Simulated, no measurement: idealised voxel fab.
Presented below is a process module, voxel lift off.
Section cut is 200 nm wide and gridded with 5 nm square cells.
Cross-section format: a grid of square cells, given as bands from top to bottom; each band is one or more rows of cells. Band: top height; bottom height; in nm. Then, left to right: material with width in nm, for each material. "everywhere": a single material spanning edge to edge. "air": empty space. All heights in this document are referenced to 0, defined as the level beneath which the wafer, as received, consists entirely of one material. The lowest band is not bounded below; it extends indefinitely downward and is written in the form "z 0 and below". Quick explanation for "30..40": the width changes in equal steps down the rows of cells, from the first number in the band's top row to the second number in its bottom row. "stayed the same", as given for a step, is the statement that not any cell of the cross-section underwent a change during that step. Any empty space of 8 cells or more lacking an open way to the top shows up in "Closed void inventory" as width x height at distance, distance from the left edge, in nm. If you see something after the settings on a step's line, that's the simulator's own remark about that step. overlay nm: for a step with a mask, the amount by which the mask lay right of where it was planned; a negative amount means left of it.

-- The following list gives the planned process steps
| 1 | RECEIVE, material Si |
| 2 | CONFORMAL_DEP, material Al2O3, thk nm 5 |
| 3 | PATTERN, tone open, mask id LINES, material resist, width nm 20, pitch nm 45, thk nm 15, overlay nm 0 |
| 4 | DIRECTIONAL_DEP, material Ru, thk nm 5 |
| 5 | STRIP, etch materials resist |
| 6 | CONFORMAL_DEP, material SiO2, thk nm 5 |

-- Cross-section, incoming material, after step 1
- z 0 and below  Si everywhere
- Closed void inventory: none

-- End state of the module in cross-section, given the above starting point and plan and one mistake in execution
- z 15 to 10  air (40)  Al2O3 (30)  air (15)  Al2O3 (30)  air (15)  Al2O3 (30)  air (40)
- z 10 to 5  Al2O3 (45)  Ru (20)  Al2O3 (25)  Ru (20)  Al2O3 (25)  Ru (20)  Al2O3 (45)
- z 5 to 0  Al2O3 everywhere
- z 0 and below  Si everywhere
- Closed void inventory: none
So what did we get wrong on this run? step 6 deviated from plan and actually ran as CONFORMAL_DEP, material Al2O3, thk nm 5
